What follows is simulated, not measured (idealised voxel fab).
process module | voxel wiring stack
cross-section cut | 190 nm wide | cells 5 nm
A cross-section is a grid of square cells, given in bands from the top down. A band is one or more rows of cells.
Each band's line starts with the height of the band's top and of its bottom, in nm. Then come its materials from left to right, each with its width in nm. One material with "throughout" fills the band from edge to edge. "air" is empty space.
Height 0 is the level under which the wafer as received is all one material. The lowest band goes on downwards, as in "0 down".
A width such as "30 to 40" changes by the same amount from each row of cells to the next, from the band's top row to its bottom row.
"no change" after a step means that no cell of the cross-section changed.
closed voids: empty space of 8 cells or more with no open way to the top, each as width x height at its distance from the left edge, in nm
after a step's settings: what the simulator itself notes on the step
overlay nm, on a step with a mask: how far to the right of its planned place the mask lay; to the left if negative
plan
1 op RECEIVE | material Si
2 op CONFORMAL_DEP | material SiO2 | thk nm 15
3 op CONFORMAL_DEP | material SiCN | thk nm 5
4 op DIRECTIONAL_DEP | material lowk | thk nm 15
5 op DIRECTIONAL_DEP | material aC | thk nm 15
6 op PATTERN | tone open | mask id METAL_1 | material resist | width nm 20 | pitch nm 35 | thk nm 35 | overlay nm 0
7 op DIRECTIONAL_ETCH | etch materials aC | depth nm 15
8 op STRIP | etch materials resist
9 op DIRECTIONAL_ETCH | etch materials lowk | depth nm 15
10 op DIRECTIONAL_ETCH | etch materials SiCN | depth nm 5
11 op STRIP | etch materials aC
12 op CONFORMAL_DEP | material TiN | thk nm 5
13 op FILL_DEP | material W | thk nm 5
14 op CMP | height nm 35
15 op CONFORMAL_DEP | material SiCN | thk nm 5
16 op DIRECTIONAL_DEP | material lowk | thk nm 15
17 op PATTERN | tone open | mask id PLUG_1 | material resist | width nm 15 | pitch nm 35 | thk nm 15 | overlay nm 0
18 op DIRECTIONAL_ETCH | etch materials lowk | depth nm 15
19 op DIRECTIONAL_ETCH | etch materials SiCN | depth nm 5
20 op STRIP | etch materials resist
21 op EPI | material Ru | thk nm 10
22 op EPI | material Ru | thk nm 10
23 op DIRECTIONAL_DEP | material TiN | thk nm 5
24 op DIRECTIONAL_DEP | material Ru | thk nm 15
25 op MASKED_ETCH | tone cover | mask id METAL_2 | width nm 20 | pitch nm 35 | etch materials Ru | depth nm 15 | overlay nm 0
26 op MASKED_ETCH | tone cover | mask id METAL_2 | width nm 20 | pitch nm 35 | etch materials TiN | depth nm 5 | overlay nm 0
27 op CONFORMAL_DEP | material SiCN | thk nm 5
28 op FILL_DEP | material lowk | thk nm 5
29 op CMP | height nm 75
30 op CONFORMAL_DEP | material SiCN | thk nm 5
31 op DIRECTIONAL_DEP | material lowk | thk nm 30
32 op PATTERN | tone open | mask id METAL_3_HOLES | material resist | width nm 15 | pitch nm 35 | thk nm 15 | overlay nm 0
33 op DIRECTIONAL_ETCH | etch materials lowk | depth nm 30
34 op STRIP | etch materials resist
35 op DIRECTIONAL_DEP | material aC | thk nm 15
36 op PATTERN | tone open | mask id METAL_3 | material resist | width nm 20 | pitch nm 35 | thk nm 35 | overlay nm 0
37 op DIRECTIONAL_ETCH | etch materials aC | depth nm 15
38 op STRIP | etch materials resist
39 op DIRECTIONAL_ETCH | etch materials lowk | depth nm 15
40 op DIRECTIONAL_ETCH | etch materials SiCN | depth nm 5
41 op STRIP | etch materials aC
42 op CONFORMAL_DEP | material TiN | thk nm 5
43 op FILL_DEP | material Ru | thk nm 10
44 op CMP | height nm 110
45 op CONFORMAL_DEP | material SiCN | thk nm 5
as received, after step 1
  0 down: Si throughout
  closed voids: none
first wafer at the end, as planned
  115 to 110: SiCN throughout
  110 to 100: lowk 65 | TiN 5 | Ru 10 | TiN 5 | lowk 15 | TiN 5 | Ru 10 | TiN 5 | lowk 70
  100 to 95: lowk 65 | TiN 5 | Ru 5 | TiN 10 | lowk 15 | TiN 5 | Ru 5 | TiN 10 | lowk 70
  95 to 80: lowk 65 | TiN 5 | Ru 5 | TiN 5 | lowk 20 | TiN 5 | Ru 5 | TiN 5 | lowk 75
  80 to 75: SiCN 65 | TiN 15 | SiCN 20 | TiN 15 | SiCN 75
  75 to 60: lowk 60 | SiCN 5 | Ru 20 | SiCN 5 | lowk 5 | SiCN 5 | Ru 20 | SiCN 5 | lowk 65
  60 to 55: SiCN 65 | TiN 20 | SiCN 15 | TiN 20 | SiCN 70
  55 to 40: lowk 65 | Ru 15 | lowk 20 | Ru 15 | lowk 75
  40 to 35: SiCN 65 | Ru 15 | SiCN 20 | Ru 15 | SiCN 75
  35 to 20: lowk 65 | TiN 5 | W 10 | TiN 5 | lowk 15 | TiN 5 | W 10 | TiN 5 | lowk 70
  20 to 15: SiCN 65 | TiN 20 | SiCN 15 | TiN 20 | SiCN 70
  15 to 0: SiO2 throughout
  0 down: Si throughout
  closed voids: none
second wafer at the end: like start, like plan, one mistake
  115 to 110: SiCN throughout
  110 to 100: lowk 65 | TiN 5 | Ru 10 | TiN 5 | lowk 15 | TiN 5 | Ru 10 | TiN 5 | lowk 70
  100 to 95: lowk 65 | TiN 5 | Ru 5 | TiN 10 | lowk 15 | TiN 5 | Ru 5 | TiN 10 | lowk 70
  95 to 80: lowk 65 | TiN 5 | Ru 5 | TiN 5 | lowk 20 | TiN 5 | Ru 5 | TiN 5 | lowk 75
  80 to 75: SiCN 65 | TiN 15 | SiCN 20 | TiN 15 | SiCN 75
  75 to 70: lowk 60 | SiCN 20 | Ru 5 | SiCN 5 | lowk 5 | SiCN 20 | Ru 5 | SiCN 5 | lowk 65
  70 to 60: lowk 60 | SiCN 5 | Ru 20 | SiCN 5 | lowk 5 | SiCN 5 | Ru 20 | SiCN 5 | lowk 65
  60 to 55: SiCN 65 | Ru 15 | TiN 5 | SiCN 15 | Ru 15 | TiN 5 | SiCN 70
  55 to 50: SiCN 65 | TiN 15 | SiCN 20 | TiN 15 | SiCN 75
  50 to 35: lowk throughout
  35 to 20: lowk 65 | TiN 5 | W 10 | TiN 5 | lowk 15 | TiN 5 | W 10 | TiN 5 | lowk 70
  20 to 15: SiCN 65 | TiN 20 | SiCN 15 | TiN 20 | SiCN 70
  15 to 0: SiO2 throughout
  0 down: Si throughout
  closed voids: none
what went wrong: steps 15 and 16 were swapped
at the end the second wafer has, in cells: 24 fewer of Ru | 6 more of SiCN | 18 more of lowk
